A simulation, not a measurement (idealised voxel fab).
Name of the process module below: voxel transistor to metal
Shown is cross-section cut, with a width of 215 nm and square cells of size 5 nm.
When this document writes out a cross-section, it uses a grid of square cells and lists it as bands, beginning at the top and moving down, with a band standing for one or more rows of cells.
The entry gives the band's vertical extent as a top height and a bottom height in nm, then its horizontal make-up as materials from left to right, each with a width in nm. "empty" stands for empty space; a single material marked "all across" fills the band edge to edge.
Beneath 0, the wafer as received is one material, and that level is where height counting begins. The lowest band goes on downward without a bottom; it is written like "0..down".
Graded width ("30..40"): value in top row of band = first number; value in bottom row = second number; row-to-row change constant.
Step marked "all unchanged"? Then no cell in the cross-section changed in it.
This entry, "Sealed internal cavities", enumerates those empty regions of no fewer than 8 cells that possess no open connection to the top. Each region is reported in the form width x height at distance, the distance being taken from the left edge, with all three quantities expressed in nm.
Text after the settings on a step's line: the simulator's own remark on that step.
On any step carrying a mask, the "overlay nm" setting, if present on the step's line, tells how far right of its planned place the mask lay; negative values point to the left.

The steps planned for the process are as follows
- 1: RECEIVE [material Si]
- 2: OXIDIZE [depth nm 5]
- 3: CONFORMAL_DEP [material SiN] [thk nm 10]
- 4: DIRECTIONAL_DEP [material aC] [thk nm 15]
- 5: PATTERN [tone cover] [mask id ACTIVE] [material resist] [width nm 115] [thk nm 35] [overlay nm 0]
- 6: DIRECTIONAL_ETCH [etch materials aC] [depth nm 15]
- 7: STRIP [etch materials resist]
- 8: DIRECTIONAL_ETCH [etch materials SiN] [depth nm 10]
- 9: DIRECTIONAL_ETCH [etch materials SiO2] [depth nm 5]
- 10: DIRECTIONAL_ETCH [etch materials Si] [depth nm 25]
- 11: STRIP [etch materials aC]
- 12: FILL_DEP [material SiO2] [thk nm 15]
- 13: CMP [height nm 10]
- 14: SELECTIVE_ETCH [etch materials SiO2] [depth nm 5]
- 15: STRIP [etch materials SiN]
- 16: SELECTIVE_ETCH [etch materials SiO2] [depth nm 5]
- 17: OXIDIZE [depth nm 5]
- 18: DIRECTIONAL_DEP [material polySi] [thk nm 20]
- 19: DIRECTIONAL_DEP [material SiCN] [thk nm 15]
- 20: MASKED_ETCH [tone cover] [mask id GATE] [width nm 25] [etch materials SiCN] [depth nm 25] [overlay nm 0]
- 21: MASKED_ETCH [tone cover] [mask id GATE] [width nm 25] [etch materials polySi] [depth nm 30] [overlay nm 0]
- 22: CONFORMAL_DEP [material SiO2] [thk nm 5]
- 23: DIRECTIONAL_ETCH [etch materials SiO2] [depth nm 5]
- 24: CONFORMAL_DEP [material SiN] [thk nm 5]
- 25: DIRECTIONAL_ETCH [etch materials SiN] [depth nm 5]
- 26: DIRECTIONAL_ETCH [etch materials SiO2] [depth nm 5]
- 27: DIRECTIONAL_ETCH [etch materials Si] [depth nm 15]
- 28: EPI [material nSi] [thk nm 15]
- 29: FILL_DEP [material SiO2] [thk nm 5]
- 30: CMP [height nm 30]
- 31: DIRECTIONAL_DEP [material SiO2] [thk nm 15]
- 32: PATTERN [tone open] [mask id CONTACT] [material resist] [width nm 20] [pitch nm 75] [thk nm 15] [overlay nm 0]
- 33: DIRECTIONAL_ETCH [etch materials SiO2] [depth nm 40]
- 34: STRIP [etch materials resist]
- 35: CONFORMAL_DEP [material TiN] [thk nm 5]
- 36: FILL_DEP [material Ru] [thk nm 10]
- 37: CMP [height nm 45]
- 38: DIRECTIONAL_DEP [material TiN] [thk nm 5]
- 39: DIRECTIONAL_DEP [material Ru] [thk nm 15]
- 40: DIRECTIONAL_DEP [material aC] [thk nm 10]
- 41: PATTERN [tone cover] [mask id METAL_1] [material resist] [width nm 20] [pitch nm 75] [thk nm 25] [overlay nm 0]
- 42: DIRECTIONAL_ETCH [etch materials aC] [depth nm 10]
- 43: STRIP [etch materials resist]
- 44: DIRECTIONAL_ETCH [etch materials Ru] [depth nm 15]
- 45: DIRECTIONAL_ETCH [etch materials TiN] [depth nm 5]
- 46: STRIP [etch materials aC]
- 47: FILL_DEP [material lowk] [thk nm 10]
- 48: CMP [height nm 65]
- 49: CONFORMAL_DEP [material SiN] [thk nm 5]

Shown in cross-section is the wafer as received, that is, as it stands after step 1
0..down  Si all across
Sealed internal cavities: none

First of two wafers, end-of-module section, run followed plan
70..65  SiN all across
65..50  lowk 60 nm  Ru 20 nm  lowk 55 nm  Ru 20 nm  lowk 60 nm
50..45  lowk 60 nm  TiN 20 nm  lowk 55 nm  TiN 20 nm  lowk 60 nm
45..30  SiO2 60 nm  TiN 5 nm  Ru 10 nm  TiN 5 nm  SiO2 55 nm  TiN 5 nm  Ru 10 nm  TiN 5 nm  SiO2 60 nm
30..15  SiO2 60 nm  TiN 5 nm  Ru 10 nm  TiN 5 nm  SiO2 5 nm  SiN 5 nm  SiO2 5 nm  SiCN 25 nm  SiO2 5 nm  SiN 5 nm  SiO2 5 nm  TiN 5 nm  Ru 10 nm  TiN 5 nm  SiO2 60 nm
15..10  SiO2 60 nm  TiN 5 nm  Ru 10 nm  TiN 5 nm  SiO2 5 nm  SiN 5 nm  SiO2 5 nm  polySi 25 nm  SiO2 5 nm  SiN 5 nm  SiO2 5 nm  TiN 5 nm  Ru 10 nm  TiN 5 nm  SiO2 60 nm
10..5  SiO2 60 nm  TiN 20 nm  SiO2 5 nm  SiN 5 nm  SiO2 5 nm  polySi 25 nm  SiO2 5 nm  SiN 5 nm  SiO2 5 nm  TiN 20 nm  SiO2 60 nm
5..0  SiO2 50 nm  nSi 35 nm  SiN 5 nm  SiO2 5 nm  polySi 25 nm  SiO2 5 nm  SiN 5 nm  nSi 35 nm  SiO2 50 nm
0..-5  SiO2 50 nm  SiN 5 nm  nSi 30 nm  SiN 5 nm  SiO2 5 nm  polySi 25 nm  SiO2 5 nm  SiN 5 nm  nSi 30 nm  SiN 5 nm  SiO2 50 nm
-5..-10  SiO2 55 nm  nSi 30 nm  SiO2 45 nm  nSi 30 nm  SiO2 55 nm
-10..-25  SiO2 50 nm  Si 5 nm  nSi 30 nm  Si 45 nm  nSi 30 nm  Si 5 nm  SiO2 50 nm
-25..-30  SiO2 50 nm  Si 115 nm  SiO2 50 nm
-30..down  Si all across
Sealed internal cavities: none

Cross-sectional view of the second of two wafers upon completion of the module. This wafer shared its starting condition and process plan with the first; one error was made during its execution
70..65  SiN all across
65..50  lowk 60 nm  Ru 20 nm  lowk 55 nm  Ru 20 nm  lowk 60 nm
50..45  lowk 60 nm  TiN 20 nm  lowk 55 nm  TiN 20 nm  lowk 60 nm
45..30  SiO2 55 nm  TiN 5 nm  Ru 20 nm  TiN 5 nm  SiO2 45 nm  TiN 5 nm  Ru 20 nm  TiN 5 nm  SiO2 55 nm
30..15  SiO2 55 nm  TiN 5 nm  Ru 20 nm  TiN 5 nm  SiN 5 nm  SiO2 5 nm  SiCN 25 nm  SiO2 5 nm  SiN 5 nm  TiN 5 nm  Ru 20 nm  TiN 5 nm  SiO2 55 nm
15..10  SiO2 55 nm  TiN 5 nm  Ru 20 nm  TiN 5 nm  SiN 5 nm  SiO2 5 nm  polySi 25 nm  SiO2 5 nm  SiN 5 nm  TiN 5 nm  Ru 20 nm  TiN 5 nm  SiO2 55 nm
10..5  SiO2 55 nm  TiN 30 nm  SiN 5 nm  SiO2 5 nm  polySi 25 nm  SiO2 5 nm  SiN 5 nm  TiN 30 nm  SiO2 55 nm
5..0  SiO2 50 nm  nSi 35 nm  SiN 5 nm  SiO2 5 nm  polySi 25 nm  SiO2 5 nm  SiN 5 nm  nSi 35 nm  SiO2 50 nm
0..-5  SiO2 50 nm  SiN 5 nm  nSi 30 nm  SiN 5 nm  SiO2 5 nm  polySi 25 nm  SiO2 5 nm  SiN 5 nm  nSi 30 nm  SiN 5 nm  SiO2 50 nm
-5..-10  SiO2 55 nm  nSi 30 nm  SiO2 45 nm  nSi 30 nm  SiO2 55 nm
-10..-25  SiO2 50 nm  Si 5 nm  nSi 30 nm  Si 45 nm  nSi 30 nm  Si 5 nm  SiO2 50 nm
-25..-30  SiO2 50 nm  Si 115 nm  SiO2 50 nm
-30..down  Si all across
Sealed internal cavities: none
Where did the run depart from the plan? step 32: run off-plan, actual operation and settings PATTERN [tone open] [mask id CONTACT] [material resist] [width nm 30] [pitch nm 75] [thk nm 15] [overlay nm 0]
Final difference in cells, second wafer against first, listed per material as more or fewer: Ru +28 | SiO2 -32 | TiN +4
